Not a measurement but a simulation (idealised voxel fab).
Proc. module: voxel fin reveal
In the cross-section labelled cut, the width is 275 nm and each square cell is 5 nm.
In this document a cross-section is written as a grid of square cells. It is given as a series of bands, listed from the top down, and a band is one or more rows of cells. Basically the band line says how high the top is and how high the bottom is, in nm, and then what's in it from left to right, every material with its width in nm. Empty space shows up as "empty", and if a single material carries "edge to edge" it runs the full band edge to edge. We count height from 0. Below that, the starting wafer is all one material. The lowest band never ends at the bottom but goes on down; see "z 0 and below" for how that is written. Per-row width for "30..40": begins at first number (top row of band), ends at second number (bottom row), increment between rows held constant. What does "same as before" mean for a step? It means no cell of the cross-section changed in that step. You'll see "Enclosed internal cavities" listing empty spaces that have no way open to the top, as long as they're 8 cells or more; the notation is width x height at distance, where the distance is from the left edge, and all of it is in nm. Whatever follows a step's settings on its line is a remark the simulator itself makes about that step. overlay nm: how far to the right of its planned place the mask lay on this masked step (negative: to the left).
plan
step 1: RECEIVE with material Si
step 2: CONFORMAL_DEP with material SiN, thk nm 5
step 3: MASKED_ETCH with tone cover, mask id FINS, width nm 15, pitch nm 40, etch materials SiN, depth nm 5, overlay nm 0
step 4: MASKED_ETCH with tone cover, mask id FINS, width nm 15, pitch nm 40, etch materials Si, depth nm 30, overlay nm -15
step 5: FILL_DEP with material SiO2, thk nm 15
step 6: CMP with height nm 5
step 7: SELECTIVE_ETCH with etch materials SiO2, depth nm 25
step 8: STRIP with etch materials SiN
step 9: CONFORMAL_DEP with material SiO2, thk nm 5
Split variable: overlay nm, step 4. Plan value = first wafer. Wafers start alike.
Incoming state of the first of several wafers in cross-section: after step 1
z 0 and below: Si edge to edge
Enclosed internal cavities: none
The table below has one row for each wafer; a row shows, as of the end of the module, how many cells of each material the wafer has gained, marked (+), or lost, marked (-), since it was received, and then the wafer's closed voids
overlay nm -15; -258 Si; +157 SiO2; Enclosed internal cavities: none
overlay nm -10; -270 Si; +161 SiO2; Enclosed internal cavities: none
overlay nm -5; -282 Si; +165 SiO2; Enclosed internal cavities: none
overlay nm 0; -294 Si; +169 SiO2; Enclosed internal cavities: none
overlay nm 5; -282 Si; +165 SiO2; Enclosed internal cavities: none
overlay nm 10; -270 Si; +161 SiO2; Enclosed internal cavities: none
overlay nm 15; -258 Si; +157 SiO2; Enclosed internal cavities: none
